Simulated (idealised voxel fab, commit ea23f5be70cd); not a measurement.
process module | voxel air gaps
cross-section cut | 230 nm wide | cells 5 nm
A cross-section is a grid of square cells, given in bands from the top down. A band is one or more rows of cells.
Each band's line starts with the height of the band's top and of its bottom, in nm. Then come its materials from left to right, each with its width in nm. One material with "throughout" fills the band from edge to edge. "air" is empty space.
Height 0 is the level under which the wafer as received is all one material. The lowest band goes on downwards, as in "0 down".
A width such as "30 to 40" changes by the same amount from each row of cells to the next, from the band's top row to its bottom row.
"no change" after a step means that no cell of the cross-section changed.
closed voids: empty space of 8 cells or more with no open way to the top, each as width x height at its distance from the left edge, in nm
after a step's settings: what the simulator itself notes on the step
overlay nm, on a step with a mask: how far to the right of its planned place the mask lay; to the left if negative
plan
1 op RECEIVE | material Si
2 op CONFORMAL_DEP | material SiO2 | thk nm 10
3 op CONFORMAL_DEP | material SiN | thk nm 5
4 op DIRECTIONAL_DEP | material lowk | thk nm 40
5 op DIRECTIONAL_DEP | material aC | thk nm 15
6 op PATTERN | tone open | mask id LINES | material resist | width nm 20 | pitch nm 45 | thk nm 30 | overlay nm 0
7 op DIRECTIONAL_ETCH | etch materials aC | depth nm 15
8 op STRIP | etch materials resist
9 op DIRECTIONAL_ETCH | etch materials lowk | depth nm 40
10 op STRIP | etch materials aC
11 op CONFORMAL_DEP | material TiN | thk nm 5
12 op FILL_DEP | material Cu | thk nm 5
13 op CMP | height nm 55
14 op EPI | material Ru | thk nm 10
15 op SELECTIVE_ETCH | etch materials lowk | depth nm 50
16 op CONFORMAL_DEP | material SiCN | thk nm 5
first wafer, as planned
as received, after step 1
  0 down: Si throughout
  closed voids: none
after step 2
  10 to 0: SiO2 throughout
  below 0: unchanged
after step 3
  15 to 10: SiN throughout
  below 10: unchanged
after step 4
  55 to 15: lowk throughout
  below 15: unchanged
after step 5
  70 to 55: aC throughout
  below 55: unchanged
after step 6
  100 to 70: resist 60 | air 20 | resist 25 | air 20 | resist 25 | air 20 | resist 60
  below 70: unchanged
after step 7
  85 to 70: resist 60 | air 20 | resist 25 | air 20 | resist 25 | air 20 | resist 60
  70 to 55: aC 60 | air 20 | aC 25 | air 20 | aC 25 | air 20 | aC 60
  below 55: unchanged
after step 8
  70 to 55: aC 60 | air 20 | aC 25 | air 20 | aC 25 | air 20 | aC 60
  below 55: unchanged
after step 9
  70 to 55: aC 60 | air 20 | aC 25 | air 20 | aC 25 | air 20 | aC 60
  55 to 15: lowk 60 | air 20 | lowk 25 | air 20 | lowk 25 | air 20 | lowk 60
  below 15: unchanged
after step 10
  55 to 15: lowk 60 | air 20 | lowk 25 | air 20 | lowk 25 | air 20 | lowk 60
  below 15: unchanged
after step 11
  60 to 55: TiN 65 | air 10 | TiN 35 | air 10 | TiN 35 | air 10 | TiN 65
  55 to 20: lowk 60 | TiN 5 | air 10 | TiN 5 | lowk 25 | TiN 5 | air 10 | TiN 5 | lowk 25 | TiN 5 | air 10 | TiN 5 | lowk 60
  20 to 15: lowk 60 | TiN 20 | lowk 25 | TiN 20 | lowk 25 | TiN 20 | lowk 60
  below 15: unchanged
after step 12
  65 to 60: Cu throughout
  60 to 55: TiN 65 | Cu 10 | TiN 35 | Cu 10 | TiN 35 | Cu 10 | TiN 65
  55 to 20: lowk 60 | TiN 5 | Cu 10 | TiN 5 | lowk 25 | TiN 5 | Cu 10 | TiN 5 | lowk 25 | TiN 5 | Cu 10 | TiN 5 | lowk 60
  below 20: unchanged
after step 13
  55 to 20: lowk 60 | TiN 5 | Cu 10 | TiN 5 | lowk 25 | TiN 5 | Cu 10 | TiN 5 | lowk 25 | TiN 5 | Cu 10 | TiN 5 | lowk 60
  below 20: unchanged
after step 14
  65 to 55: air 50 | Ru 40 | air 5 | Ru 40 | air 5 | Ru 40 | air 50
  below 55: unchanged
after step 15
  65 to 55: air 50 | Ru 40 | air 5 | Ru 40 | air 5 | Ru 40 | air 50
  55 to 20: air 60 | TiN 5 | Cu 10 | TiN 5 | air 25 | TiN 5 | Cu 10 | TiN 5 | air 25 | TiN 5 | Cu 10 | TiN 5 | air 60
  20 to 15: air 60 | TiN 20 | air 25 | TiN 20 | air 25 | TiN 20 | air 60
  below 15: unchanged
after step 16
  70 to 65: air 45 | SiCN 140 | air 45
  65 to 55: air 45 | SiCN 5 | Ru 40 | SiCN 5 | Ru 40 | SiCN 5 | Ru 40 | SiCN 5 | air 45
  55 to 50: air 45 | SiCN 15 | TiN 5 | Cu 10 | TiN 5 | SiCN 25 | TiN 5 | Cu 10 | TiN 5 | SiCN 25 | TiN 5 | Cu 10 | TiN 5 | SiCN 15 | air 45
  50 to 20: air 55 | SiCN 5 | TiN 5 | Cu 10 | TiN 5 | SiCN 5 | air 15 | SiCN 5 | TiN 5 | Cu 10 | TiN 5 | SiCN 5 | air 15 | SiCN 5 | TiN 5 | Cu 10 | TiN 5 | SiCN 5 | air 55
  20 to 15: SiCN 60 | TiN 20 | SiCN 25 | TiN 20 | SiCN 25 | TiN 20 | SiCN 60
  below 15: unchanged
  closed voids: 15 x 30 at 85; 15 x 30 at 130
second wafer: like start, like plan, one mistake. Through step 2 it matches the first wafer
when step 3 should have ended
  15 to 10: SiCN throughout
  below 10: unchanged
when step 4 should have ended
  55 to 15: lowk throughout
  below 15: unchanged
when step 5 should have ended
  70 to 55: aC throughout
  below 55: unchanged
when step 6 should have ended
  100 to 70: resist 60 | air 20 | resist 25 | air 20 | resist 25 | air 20 | resist 60
  below 70: unchanged
when step 7 should have ended
  85 to 70: resist 60 | air 20 | resist 25 | air 20 | resist 25 | air 20 | resist 60
  70 to 55: aC 60 | air 20 | aC 25 | air 20 | aC 25 | air 20 | aC 60
  below 55: unchanged
when step 8 should have ended
  70 to 55: aC 60 | air 20 | aC 25 | air 20 | aC 25 | air 20 | aC 60
  below 55: unchanged
when step 9 should have ended
  70 to 55: aC 60 | air 20 | aC 25 | air 20 | aC 25 | air 20 | aC 60
  55 to 15: lowk 60 | air 20 | lowk 25 | air 20 | lowk 25 | air 20 | lowk 60
  below 15: unchanged
when step 10 should have ended
  55 to 15: lowk 60 | air 20 | lowk 25 | air 20 | lowk 25 | air 20 | lowk 60
  below 15: unchanged
when step 11 should have ended
  60 to 55: TiN 65 | air 10 | TiN 35 | air 10 | TiN 35 | air 10 | TiN 65
  55 to 20: lowk 60 | TiN 5 | air 10 | TiN 5 | lowk 25 | TiN 5 | air 10 | TiN 5 | lowk 25 | TiN 5 | air 10 | TiN 5 | lowk 60
  20 to 15: lowk 60 | TiN 20 | lowk 25 | TiN 20 | lowk 25 | TiN 20 | lowk 60
  below 15: unchanged
when step 12 should have ended
  65 to 60: Cu throughout
  60 to 55: TiN 65 | Cu 10 | TiN 35 | Cu 10 | TiN 35 | Cu 10 | TiN 65
  55 to 20: lowk 60 | TiN 5 | Cu 10 | TiN 5 | lowk 25 | TiN 5 | Cu 10 | TiN 5 | lowk 25 | TiN 5 | Cu 10 | TiN 5 | lowk 60
  below 20: unchanged
when step 13 should have ended
  55 to 20: lowk 60 | TiN 5 | Cu 10 | TiN 5 | lowk 25 | TiN 5 | Cu 10 | TiN 5 | lowk 25 | TiN 5 | Cu 10 | TiN 5 | lowk 60
  below 20: unchanged
when step 14 should have ended
  65 to 55: air 50 | Ru 40 | air 5 | Ru 40 | air 5 | Ru 40 | air 50
  below 55: unchanged
when step 15 should have ended
  65 to 55: air 50 | Ru 40 | air 5 | Ru 40 | air 5 | Ru 40 | air 50
  55 to 20: air 60 | TiN 5 | Cu 10 | TiN 5 | air 25 | TiN 5 | Cu 10 | TiN 5 | air 25 | TiN 5 | Cu 10 | TiN 5 | air 60
  20 to 15: air 60 | TiN 20 | air 25 | TiN 20 | air 25 | TiN 20 | air 60
  below 15: unchanged
when step 16 should have ended
  70 to 65: air 45 | SiCN 140 | air 45
  65 to 55: air 45 | SiCN 5 | Ru 40 | SiCN 5 | Ru 40 | SiCN 5 | Ru 40 | SiCN 5 | air 45
  55 to 50: air 45 | SiCN 15 | TiN 5 | Cu 10 | TiN 5 | SiCN 25 | TiN 5 | Cu 10 | TiN 5 | SiCN 25 | TiN 5 | Cu 10 | TiN 5 | SiCN 15 | air 45
  50 to 20: air 55 | SiCN 5 | TiN 5 | Cu 10 | TiN 5 | SiCN 5 | air 15 | SiCN 5 | TiN 5 | Cu 10 | TiN 5 | SiCN 5 | air 15 | SiCN 5 | TiN 5 | Cu 10 | TiN 5 | SiCN 5 | air 55
  20 to 15: SiCN 60 | TiN 20 | SiCN 25 | TiN 20 | SiCN 25 | TiN 20 | SiCN 60
  below 15: unchanged
  closed voids: 15 x 30 at 85; 15 x 30 at 130
what went wrong: step 3 ran as: op CONFORMAL_DEP | material SiCN | thk nm 5
at the end the second wafer has, in cells: 46 more of SiCN | 46 fewer of SiN
